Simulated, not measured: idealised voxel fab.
voxel self aligned contacts: a process module
145 nm wide, 5 nm square cells: that's cross-section cut.
In what follows, cross-sections appear as grids of square cells, described through bands that run from the top down, where every band is one or more rows of cells. Heights first: top, then bottom, in nm. Then materials, left to right, each with a width in nm. "throughout" on a single material: fills the band edge to edge. "air": empty space. Ref level 0: as-received wafer is one material below here. Bottom band extends down with no lower bound ("0 -> down"). Width "30..40": first value at the band's top row of cells, second value at its bottom row, equal change from row to row. "no change" means the step left every cell of the cross-section as it was. The list in "Tabulated closed voids" covers empty spaces of 8 cells or more that cannot reach the top through any open way, and it gives each as width x height at distance; the distance is from the left edge, and width, height and distance are in nm. Formally, on a step line, whatever follows the settings is a remark that the simulator itself makes on the step. overlay nm: on a step with a mask, how far right of its planned place the mask lay; negative means left.
PLANNED PROCESS STEPS
1 op RECEIVE | material Si
2 op OXIDIZE | depth nm 5
3 op DIRECTIONAL_DEP | material polySi | thk nm 30
4 op DIRECTIONAL_DEP | material SiN | thk nm 20
5 op PATTERN | tone cover | mask id GATE | material resist | width nm 30 | pitch nm 75 | thk nm 15 | overlay nm 0
6 op DIRECTIONAL_ETCH | etch materials SiN | depth nm 20
7 op DIRECTIONAL_ETCH | etch materials polySi | depth nm 30
8 op STRIP | etch materials resist
9 op CONFORMAL_DEP | material SiN | thk nm 10
10 op DIRECTIONAL_ETCH | etch materials SiN | depth nm 10
11 op FILL_DEP | material SiO2 | thk nm 15
12 op CMP | height nm 55
13 op MASKED_ETCH | tone open | mask id CONTACT | width nm 55 | etch materials SiO2 | depth nm 60 | overlay nm 0
14 op CONFORMAL_DEP | material TiN | thk nm 5
15 op FILL_DEP | material Ru | thk nm 10
16 op CMP | height nm 55
17 op CONFORMAL_DEP | material SiN | thk nm 5
FIRST OF TWO WAFERS: RUN AS PLANNED
INCOMING WAFER IN CROSS-SECTION (STATE: AFTER STEP 1)
> 0 -> down: Si throughout
> Tabulated closed voids: none
WAFER SECTION VIEW AFTER PROCESSING STEP 2
> 0 -> -5: SiO2 throughout
> Below -5, no change.
WAFER SECTION VIEW AFTER PROCESSING STEP 3
> 30 -> 0: polySi throughout
> Below 0, no change.
WAFER SECTION VIEW AFTER PROCESSING STEP 4
> 50 -> 30: SiN throughout
> Below 30, no change.
WAFER SECTION VIEW AFTER PROCESSING STEP 5
> 65 -> 50: air (20), then resist (30), then air (45), then resist (30), then air (20)
> Below 50, no change.
WAFER SECTION VIEW AFTER PROCESSING STEP 6
> 65 -> 50: air (20), then resist (30), then air (45), then resist (30), then air (20)
> 50 -> 30: air (20), then SiN (30), then air (45), then SiN (30), then air (20)
> Below 30, no change.
WAFER SECTION VIEW AFTER PROCESSING STEP 7
> 65 -> 50: air (20), then resist (30), then air (45), then resist (30), then air (20)
> 50 -> 30: air (20), then SiN (30), then air (45), then SiN (30), then air (20)
> 30 -> 0: air (20), then polySi (30), then air (45), then polySi (30), then air (20)
> Below 0, no change.
WAFER SECTION VIEW AFTER PROCESSING STEP 8
> 50 -> 30: air (20), then SiN (30), then air (45), then SiN (30), then air (20)
> Below 30, no change.
WAFER SECTION VIEW AFTER PROCESSING STEP 9
> 60 -> 30: air (10), then SiN (50), then air (25), then SiN (50), then air (10)
> 30 -> 10: air (10), then SiN (10), then polySi (30), then SiN (10), then air (25), then SiN (10), then polySi (30), then SiN (10), then air (10)
> 10 -> 0: SiN (20), then polySi (30), then SiN (45), then polySi (30), then SiN (20)
> Below 0, no change.
WAFER SECTION VIEW AFTER PROCESSING STEP 10
> 50 -> 30: air (10), then SiN (50), then air (25), then SiN (50), then air (10)
> 30 -> 0: air (10), then SiN (10), then polySi (30), then SiN (10), then air (25), then SiN (10), then polySi (30), then SiN (10), then air (10)
> Below 0, no change.
WAFER SECTION VIEW AFTER PROCESSING STEP 11
> 65 -> 50: SiO2 throughout
> 50 -> 30: SiO2 (10), then SiN (50), then SiO2 (25), then SiN (50), then SiO2 (10)
> 30 -> 0: SiO2 (10), then SiN (10), then polySi (30), then SiN (10), then SiO2 (25), then SiN (10), then polySi (30), then SiN (10), then SiO2 (10)
> Below 0, no change.
WAFER SECTION VIEW AFTER PROCESSING STEP 12
> 55 -> 50: SiO2 throughout
> Below 50, no change.
WAFER SECTION VIEW AFTER PROCESSING STEP 13
> 55 -> 50: SiO2 (45), then air (55), then SiO2 (45)
> 50 -> 30: SiO2 (10), then SiN (50), then air (25), then SiN (50), then SiO2 (10)
> 30 -> 0: SiO2 (10), then SiN (10), then polySi (30), then SiN (10), then air (25), then SiN (10), then polySi (30), then SiN (10), then SiO2 (10)
> 0 -> -5: SiO2 (60), then air (25), then SiO2 (60)
> Below -5, no change.
WAFER SECTION VIEW AFTER PROCESSING STEP 14
> 60 -> 55: TiN (50), then air (45), then TiN (50)
> 55 -> 50: SiO2 (45), then TiN (20), then air (15), then TiN (20), then SiO2 (45)
> 50 -> 30: SiO2 (10), then SiN (50), then TiN (5), then air (15), then TiN (5), then SiN (50), then SiO2 (10)
> 30 -> 0: SiO2 (10), then SiN (10), then polySi (30), then SiN (10), then TiN (5), then air (15), then TiN (5), then SiN (10), then polySi (30), then SiN (10), then SiO2 (10)
> 0 -> -5: SiO2 (60), then TiN (25), then SiO2 (60)
> Below -5, no change.
WAFER SECTION VIEW AFTER PROCESSING STEP 15
> 70 -> 60: Ru throughout
> 60 -> 55: TiN (50), then Ru (45), then TiN (50)
> 55 -> 50: SiO2 (45), then TiN (20), then Ru (15), then TiN (20), then SiO2 (45)
> 50 -> 30: SiO2 (10), then SiN (50), then TiN (5), then Ru (15), then TiN (5), then SiN (50), then SiO2 (10)
> 30 -> 0: SiO2 (10), then SiN (10), then polySi (30), then SiN (10), then TiN (5), then Ru (15), then TiN (5), then SiN (10), then polySi (30), then SiN (10), then SiO2 (10)
> Below 0, no change.
WAFER SECTION VIEW AFTER PROCESSING STEP 16
> 55 -> 50: SiO2 (45), then TiN (20), then Ru (15), then TiN (20), then SiO2 (45)
> Below 50, no change.
WAFER SECTION VIEW AFTER PROCESSING STEP 17
> 60 -> 55: SiN throughout
> Below 55, no change.
SECOND WAFER - SHARED START AND PLAN WITH THE FIRST - ONE ERROR IN RUNNING - SAME AS THE FIRST UP TO STEP 1 INCLUSIVE
Here is the second wafer in cross-section at the point where step 2 of the plan should have been done: no change
HERE IS THE SECOND WAFER IN CROSS-SECTION AT THE POINT WHERE STEP 3 OF THE PLAN SHOULD HAVE BEEN DONE
> 30 -> 0: polySi throughout
> Below 0, no change.
HERE IS THE SECOND WAFER IN CROSS-SECTION AT THE POINT WHERE STEP 4 OF THE PLAN SHOULD HAVE BEEN DONE
> 50 -> 30: SiN throughout
> Below 30, no change.
HERE IS THE SECOND WAFER IN CROSS-SECTION AT THE POINT WHERE STEP 5 OF THE PLAN SHOULD HAVE BEEN DONE
> 65 -> 50: air (20), then resist (30), then air (45), then resist (30), then air (20)
> Below 50, no change.
HERE IS THE SECOND WAFER IN CROSS-SECTION AT THE POINT WHERE STEP 6 OF THE PLAN SHOULD HAVE BEEN DONE
> 65 -> 50: air (20), then resist (30), then air (45), then resist (30), then air (20)
> 50 -> 30: air (20), then SiN (30), then air (45), then SiN (30), then air (20)
> Below 30, no change.
HERE IS THE SECOND WAFER IN CROSS-SECTION AT THE POINT WHERE STEP 7 OF THE PLAN SHOULD HAVE BEEN DONE
> 65 -> 50: air (20), then resist (30), then air (45), then resist (30), then air (20)
> 50 -> 30: air (20), then SiN (30), then air (45), then SiN (30), then air (20)
> 30 -> 0: air (20), then polySi (30), then air (45), then polySi (30), then air (20)
> Below 0, no change.
HERE IS THE SECOND WAFER IN CROSS-SECTION AT THE POINT WHERE STEP 8 OF THE PLAN SHOULD HAVE BEEN DONE
> 50 -> 30: air (20), then SiN (30), then air (45), then SiN (30), then air (20)
> Below 30, no change.
HERE IS THE SECOND WAFER IN CROSS-SECTION AT THE POINT WHERE STEP 9 OF THE PLAN SHOULD HAVE BEEN DONE
> 60 -> 30: air (10), then SiN (50), then air (25), then SiN (50), then air (10)
> 30 -> 10: air (10), then SiN (10), then polySi (30), then SiN (10), then air (25), then SiN (10), then polySi (30), then SiN (10), then air (10)
> 10 -> 0: SiN (20), then polySi (30), then SiN (45), then polySi (30), then SiN (20)
> Below 0, no change.
HERE IS THE SECOND WAFER IN CROSS-SECTION AT THE POINT WHERE STEP 10 OF THE PLAN SHOULD HAVE BEEN DONE
> 50 -> 30: air (10), then SiN (50), then air (25), then SiN (50), then air (10)
> 30 -> 0: air (10), then SiN (10), then polySi (30), then SiN (10), then air (25), then SiN (10), then polySi (30), then SiN (10), then air (10)
> Below 0, no change.
HERE IS THE SECOND WAFER IN CROSS-SECTION AT THE POINT WHERE STEP 11 OF THE PLAN SHOULD HAVE BEEN DONE
> 65 -> 50: SiO2 throughout
> 50 -> 30: SiO2 (10), then SiN (50), then SiO2 (25), then SiN (50), then SiO2 (10)
> 30 -> 0: SiO2 (10), then SiN (10), then polySi (30), then SiN (10), then SiO2 (25), then SiN (10), then polySi (30), then SiN (10), then SiO2 (10)
> Below 0, no change.
HERE IS THE SECOND WAFER IN CROSS-SECTION AT THE POINT WHERE STEP 12 OF THE PLAN SHOULD HAVE BEEN DONE
> 55 -> 50: SiO2 throughout
> Below 50, no change.
HERE IS THE SECOND WAFER IN CROSS-SECTION AT THE POINT WHERE STEP 13 OF THE PLAN SHOULD HAVE BEEN DONE
> 55 -> 50: SiO2 (45), then air (55), then SiO2 (45)
> 50 -> 30: SiO2 (10), then SiN (50), then air (25), then SiN (50), then SiO2 (10)
> 30 -> 0: SiO2 (10), then SiN (10), then polySi (30), then SiN (10), then air (25), then SiN (10), then polySi (30), then SiN (10), then SiO2 (10)
> Below 0, no change.
HERE IS THE SECOND WAFER IN CROSS-SECTION AT THE POINT WHERE STEP 14 OF THE PLAN SHOULD HAVE BEEN DONE
> 60 -> 55: TiN (50), then air (45), then TiN (50)
> 55 -> 50: SiO2 (45), then TiN (20), then air (15), then TiN (20), then SiO2 (45)
> 50 -> 30: SiO2 (10), then SiN (50), then TiN (5), then air (15), then TiN (5), then SiN (50), then SiO2 (10)
> 30 -> 5: SiO2 (10), then SiN (10), then polySi (30), then SiN (10), then TiN (5), then air (15), then TiN (5), then SiN (10), then polySi (30), then SiN (10), then SiO2 (10)
> 5 -> 0: SiO2 (10), then SiN (10), then polySi (30), then SiN (10), then TiN (25), then SiN (10), then polySi (30), then SiN (10), then SiO2 (10)
> Below 0, no change.
HERE IS THE SECOND WAFER IN CROSS-SECTION AT THE POINT WHERE STEP 15 OF THE PLAN SHOULD HAVE BEEN DONE
> 70 -> 60: Ru throughout
> 60 -> 55: TiN (50), then Ru (45), then TiN (50)
> 55 -> 50: SiO2 (45), then TiN (20), then Ru (15), then TiN (20), then SiO2 (45)
> 50 -> 30: SiO2 (10), then SiN (50), then TiN (5), then Ru (15), then TiN (5), then SiN (50), then SiO2 (10)
> 30 -> 5: SiO2 (10), then SiN (10), then polySi (30), then SiN (10), then TiN (5), then Ru (15), then TiN (5), then SiN (10), then polySi (30), then SiN (10), then SiO2 (10)
> Below 5, no change.
HERE IS THE SECOND WAFER IN CROSS-SECTION AT THE POINT WHERE STEP 16 OF THE PLAN SHOULD HAVE BEEN DONE
> 55 -> 50: SiO2 (45), then TiN (20), then Ru (15), then TiN (20), then SiO2 (45)
> Below 50, no change.
HERE IS THE SECOND WAFER IN CROSS-SECTION AT THE POINT WHERE STEP 17 OF THE PLAN SHOULD HAVE BEEN DONE
> 60 -> 55: SiN throughout
> Below 55, no change.
What was the processing mistake? skipped: plan step 2 (never run)
Bottom line after processing is that, in cells, the second wafer is up or down on some materials versus the first: 3 fewer of Ru | 29 more of Si | 24 fewer of SiO2 | 2 fewer of TiN
